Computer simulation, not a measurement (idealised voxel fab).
process module | voxel self aligned contacts
cross-section cut | 215 nm wide | cells 5 nm
A cross-section is a grid of square cells, given in bands from the top down. A band is one or more rows of cells.
Each band's line starts with the height of the band's top and of its bottom, in nm. Then come its materials from left to right, each with its width in nm. One material with "throughout" fills the band from edge to edge. "air" is empty space.
Height 0 is the level under which the wafer as received is all one material. The lowest band goes on downwards, as in "0 down".
A width such as "30 to 40" changes by the same amount from each row of cells to the next, from the band's top row to its bottom row.
"no change" after a step means that no cell of the cross-section changed.
closed voids: empty space of 8 cells or more with no open way to the top, each as width x height at its distance from the left edge, in nm
after a step's settings: what the simulator itself notes on the step
overlay nm, on a step with a mask: how far to the right of its planned place the mask lay; to the left if negative
plan
1 op RECEIVE | material Si
2 op OXIDIZE | depth nm 5
3 op DIRECTIONAL_DEP | material polySi | thk nm 20
4 op DIRECTIONAL_DEP | material SiN | thk nm 15
5 op DIRECTIONAL_DEP | material aC | thk nm 15
6 op PATTERN | tone cover | mask id GATE | material resist | width nm 30 | pitch nm 65 | thk nm 30 | overlay nm 0
7 op DIRECTIONAL_ETCH | etch materials aC | depth nm 15
8 op STRIP | etch materials resist
9 op DIRECTIONAL_ETCH | etch materials SiN | depth nm 15
10 op DIRECTIONAL_ETCH | etch materials polySi | depth nm 20
11 op STRIP | etch materials aC
12 op CONFORMAL_DEP | material SiN | thk nm 5
13 op DIRECTIONAL_ETCH | etch materials SiN | depth nm 5
14 op FILL_DEP | material SiO2 | thk nm 15
15 op CMP | height nm 45
16 op DIRECTIONAL_DEP | material aC | thk nm 10
17 op PATTERN | tone open | mask id CONTACT | material resist | width nm 45 | pitch nm 65 | thk nm 25 | overlay nm 0
18 op DIRECTIONAL_ETCH | etch materials aC | depth nm 10
19 op STRIP | etch materials resist
20 op DIRECTIONAL_ETCH | etch materials SiO2 | depth nm 50
21 op STRIP | etch materials aC
22 op CONFORMAL_DEP | material TiN | thk nm 5
23 op FILL_DEP | material W | thk nm 5
24 op CMP | height nm 45
25 op CONFORMAL_DEP | material SiN | thk nm 5
first wafer, as planned
as received, after step 1
  0 down: Si throughout
  closed voids: none
after step 2
  0 to -5: SiO2 throughout
  below -5: unchanged
after step 3
  20 to 0: polySi throughout
  below 0: unchanged
after step 4
  35 to 20: SiN throughout
  below 20: unchanged
after step 5
  50 to 35: aC throughout
  below 35: unchanged
after step 6
  80 to 50: air 25 | resist 30 | air 35 | resist 30 | air 35 | resist 30 | air 30
  below 50: unchanged
after step 7
  65 to 50: air 25 | resist 30 | air 35 | resist 30 | air 35 | resist 30 | air 30
  50 to 35: air 25 | aC 30 | air 35 | aC 30 | air 35 | aC 30 | air 30
  below 35: unchanged
after step 8
  50 to 35: air 25 | aC 30 | air 35 | aC 30 | air 35 | aC 30 | air 30
  below 35: unchanged
after step 9
  50 to 35: air 25 | aC 30 | air 35 | aC 30 | air 35 | aC 30 | air 30
  35 to 20: air 25 | SiN 30 | air 35 | SiN 30 | air 35 | SiN 30 | air 30
  below 20: unchanged
after step 10
  50 to 35: air 25 | aC 30 | air 35 | aC 30 | air 35 | aC 30 | air 30
  35 to 20: air 25 | SiN 30 | air 35 | SiN 30 | air 35 | SiN 30 | air 30
  20 to 0: air 25 | polySi 30 | air 35 | polySi 30 | air 35 | polySi 30 | air 30
  below 0: unchanged
after step 11
  35 to 20: air 25 | SiN 30 | air 35 | SiN 30 | air 35 | SiN 30 | air 30
  below 20: unchanged
after step 12
  40 to 20: air 20 | SiN 40 | air 25 | SiN 40 | air 25 | SiN 40 | air 25
  20 to 5: air 20 | SiN 5 | polySi 30 | SiN 5 | air 25 | SiN 5 | polySi 30 | SiN 5 | air 25 | SiN 5 | polySi 30 | SiN 5 | air 25
  5 to 0: SiN 25 | polySi 30 | SiN 35 | polySi 30 | SiN 35 | polySi 30 | SiN 30
  below 0: unchanged
after step 13
  35 to 20: air 20 | SiN 40 | air 25 | SiN 40 | air 25 | SiN 40 | air 25
  20 to 0: air 20 | SiN 5 | polySi 30 | SiN 5 | air 25 | SiN 5 | polySi 30 | SiN 5 | air 25 | SiN 5 | polySi 30 | SiN 5 | air 25
  below 0: unchanged
after step 14
  50 to 35: SiO2 throughout
  35 to 20: SiO2 20 | SiN 40 | SiO2 25 | SiN 40 | SiO2 25 | SiN 40 | SiO2 25
  20 to 0: SiO2 20 | SiN 5 | polySi 30 | SiN 5 | SiO2 25 | SiN 5 | polySi 30 | SiN 5 | SiO2 25 | SiN 5 | polySi 30 | SiN 5 | SiO2 25
  below 0: unchanged
after step 15
  45 to 35: SiO2 throughout
  below 35: unchanged
after step 16
  55 to 45: aC throughout
  below 45: unchanged
after step 17
  80 to 55: resist 50 | air 45 | resist 20 | air 45 | resist 55
  below 55: unchanged
after step 18
  70 to 55: resist 50 | air 45 | resist 20 | air 45 | resist 55
  55 to 45: aC 50 | air 45 | aC 20 | air 45 | aC 55
  below 45: unchanged
after step 19
  55 to 45: aC 50 | air 45 | aC 20 | air 45 | aC 55
  below 45: unchanged
after step 20
  55 to 45: aC 50 | air 45 | aC 20 | air 45 | aC 55
  45 to 35: SiO2 50 | air 45 | SiO2 20 | air 45 | SiO2 55
  35 to 20: SiO2 20 | SiN 40 | air 25 | SiN 40 | air 25 | SiN 40 | SiO2 25
  20 to 0: SiO2 20 | SiN 5 | polySi 30 | SiN 5 | air 25 | SiN 5 | polySi 30 | SiN 5 | air 25 | SiN 5 | polySi 30 | SiN 5 | SiO2 25
  0 to -5: SiO2 60 | air 25 | SiO2 40 | air 25 | SiO2 65
  below -5: unchanged
after step 21
  45 to 35: SiO2 50 | air 45 | SiO2 20 | air 45 | SiO2 55
  below 35: unchanged
after step 22
  50 to 45: TiN 55 | air 35 | TiN 30 | air 35 | TiN 60
  45 to 35: SiO2 50 | TiN 5 to 15 | air 35 to 15 | TiN 5 to 15 | SiO2 20 | TiN 5 to 15 | air 35 to 15 | TiN 5 to 15 | SiO2 55
  35 to 20: SiO2 20 | SiN 40 | TiN 5 | air 15 | TiN 5 | SiN 40 | TiN 5 | air 15 | TiN 5 | SiN 40 | SiO2 25
  20 to 0: SiO2 20 | SiN 5 | polySi 30 | SiN 5 | TiN 5 | air 15 | TiN 5 | SiN 5 | polySi 30 | SiN 5 | TiN 5 | air 15 | TiN 5 | SiN 5 | polySi 30 | SiN 5 | SiO2 25
  0 to -5: SiO2 60 | TiN 25 | SiO2 40 | TiN 25 | SiO2 65
  below -5: unchanged
after step 23
  55 to 50: W throughout
  50 to 45: TiN 55 | W 35 | TiN 30 | W 35 | TiN 60
  45 to 35: SiO2 50 | TiN 5 to 15 | W 35 to 15 | TiN 5 to 15 | SiO2 20 | TiN 5 to 15 | W 35 to 15 | TiN 5 to 15 | SiO2 55
  35 to 20: SiO2 20 | SiN 40 | TiN 5 | W 15 | TiN 5 | SiN 40 | TiN 5 | W 15 | TiN 5 | SiN 40 | SiO2 25
  20 to 0: SiO2 20 | SiN 5 | polySi 30 | SiN 5 | TiN 5 | W 15 | TiN 5 | SiN 5 | polySi 30 | SiN 5 | TiN 5 | W 15 | TiN 5 | SiN 5 | polySi 30 | SiN 5 | SiO2 25
  below 0: unchanged
after step 24
  45 to 35: SiO2 50 | TiN 5 to 15 | W 35 to 15 | TiN 5 to 15 | SiO2 20 | TiN 5 to 15 | W 35 to 15 | TiN 5 to 15 | SiO2 55
  below 35: unchanged
after step 25
  50 to 45: SiN throughout
  below 45: unchanged
second wafer: like start, like plan, one mistake. Through step 2 it matches the first wafer
when step 3 should have ended
  15 to 0: SiN throughout
  below 0: unchanged
when step 4 should have ended
  35 to 15: polySi throughout
  below 15: unchanged
when step 5 should have ended
  50 to 35: aC throughout
  below 35: unchanged
when step 6 should have ended
  80 to 50: air 25 | resist 30 | air 35 | resist 30 | air 35 | resist 30 | air 30
  below 50: unchanged
when step 7 should have ended
  65 to 50: air 25 | resist 30 | air 35 | resist 30 | air 35 | resist 30 | air 30
  50 to 35: air 25 | aC 30 | air 35 | aC 30 | air 35 | aC 30 | air 30
  below 35: unchanged
when step 8 should have ended
  50 to 35: air 25 | aC 30 | air 35 | aC 30 | air 35 | aC 30 | air 30
  below 35: unchanged
when step 9 should have ended: no change
when step 10 should have ended
  50 to 35: air 25 | aC 30 | air 35 | aC 30 | air 35 | aC 30 | air 30
  35 to 15: air 25 | polySi 30 | air 35 | polySi 30 | air 35 | polySi 30 | air 30
  below 15: unchanged
when step 11 should have ended
  35 to 15: air 25 | polySi 30 | air 35 | polySi 30 | air 35 | polySi 30 | air 30
  below 15: unchanged
when step 12 should have ended
  40 to 35: air 20 | SiN 40 | air 25 | SiN 40 | air 25 | SiN 40 | air 25
  35 to 20: air 20 | SiN 5 | polySi 30 | SiN 5 | air 25 | SiN 5 | polySi 30 | SiN 5 | air 25 | SiN 5 | polySi 30 | SiN 5 | air 25
  20 to 15: SiN 25 | polySi 30 | SiN 35 | polySi 30 | SiN 35 | polySi 30 | SiN 30
  below 15: unchanged
when step 13 should have ended
  35 to 15: air 20 | SiN 5 | polySi 30 | SiN 5 | air 25 | SiN 5 | polySi 30 | SiN 5 | air 25 | SiN 5 | polySi 30 | SiN 5 | air 25
  below 15: unchanged
when step 14 should have ended
  50 to 35: SiO2 throughout
  35 to 15: SiO2 20 | SiN 5 | polySi 30 | SiN 5 | SiO2 25 | SiN 5 | polySi 30 | SiN 5 | SiO2 25 | SiN 5 | polySi 30 | SiN 5 | SiO2 25
  below 15: unchanged
when step 15 should have ended
  45 to 35: SiO2 throughout
  below 35: unchanged
when step 16 should have ended
  55 to 45: aC throughout
  below 45: unchanged
when step 17 should have ended
  80 to 55: resist 50 | air 45 | resist 20 | air 45 | resist 55
  below 55: unchanged
when step 18 should have ended
  70 to 55: resist 50 | air 45 | resist 20 | air 45 | resist 55
  55 to 45: aC 50 | air 45 | aC 20 | air 45 | aC 55
  below 45: unchanged
when step 19 should have ended
  55 to 45: aC 50 | air 45 | aC 20 | air 45 | aC 55
  below 45: unchanged
when step 20 should have ended
  55 to 45: aC 50 | air 45 | aC 20 | air 45 | aC 55
  45 to 35: SiO2 50 | air 45 | SiO2 20 | air 45 | SiO2 55
  35 to 15: SiO2 20 | SiN 5 | polySi 30 | SiN 5 | air 25 | SiN 5 | polySi 30 | SiN 5 | air 25 | SiN 5 | polySi 30 | SiN 5 | SiO2 25
  below 15: unchanged
when step 21 should have ended
  45 to 35: SiO2 50 | air 45 | SiO2 20 | air 45 | SiO2 55
  below 35: unchanged
when step 22 should have ended
  50 to 45: TiN 55 | air 35 | TiN 30 | air 35 | TiN 60
  45 to 35: SiO2 50 | TiN 5 to 15 | air 35 to 15 | TiN 5 to 15 | SiO2 20 | TiN 5 to 15 | air 35 to 15 | TiN 5 to 15 | SiO2 55
  35 to 20: SiO2 20 | SiN 5 | polySi 30 | SiN 5 | TiN 5 | air 15 | TiN 5 | SiN 5 | polySi 30 | SiN 5 | TiN 5 | air 15 | TiN 5 | SiN 5 | polySi 30 | SiN 5 | SiO2 25
  20 to 15: SiO2 20 | SiN 5 | polySi 30 | SiN 5 | TiN 25 | SiN 5 | polySi 30 | SiN 5 | TiN 25 | SiN 5 | polySi 30 | SiN 5 | SiO2 25
  below 15: unchanged
when step 23 should have ended
  55 to 50: W throughout
  50 to 45: TiN 55 | W 35 | TiN 30 | W 35 | TiN 60
  45 to 35: SiO2 50 | TiN 5 to 15 | W 35 to 15 | TiN 5 to 15 | SiO2 20 | TiN 5 to 15 | W 35 to 15 | TiN 5 to 15 | SiO2 55
  35 to 20: SiO2 20 | SiN 5 | polySi 30 | SiN 5 | TiN 5 | W 15 | TiN 5 | SiN 5 | polySi 30 | SiN 5 | TiN 5 | W 15 | TiN 5 | SiN 5 | polySi 30 | SiN 5 | SiO2 25
  below 20: unchanged
when step 24 should have ended
  45 to 35: SiO2 50 | TiN 5 to 15 | W 35 to 15 | TiN 5 to 15 | SiO2 20 | TiN 5 to 15 | W 35 to 15 | TiN 5 to 15 | SiO2 55
  below 35: unchanged
when step 25 should have ended
  50 to 45: SiN throughout
  below 45: unchanged
what went wrong: steps 3 and 4 were swapped
at the end the second wafer has, in cells: 57 more of SiN | 17 fewer of SiO2 | 16 fewer of TiN | 24 fewer of W
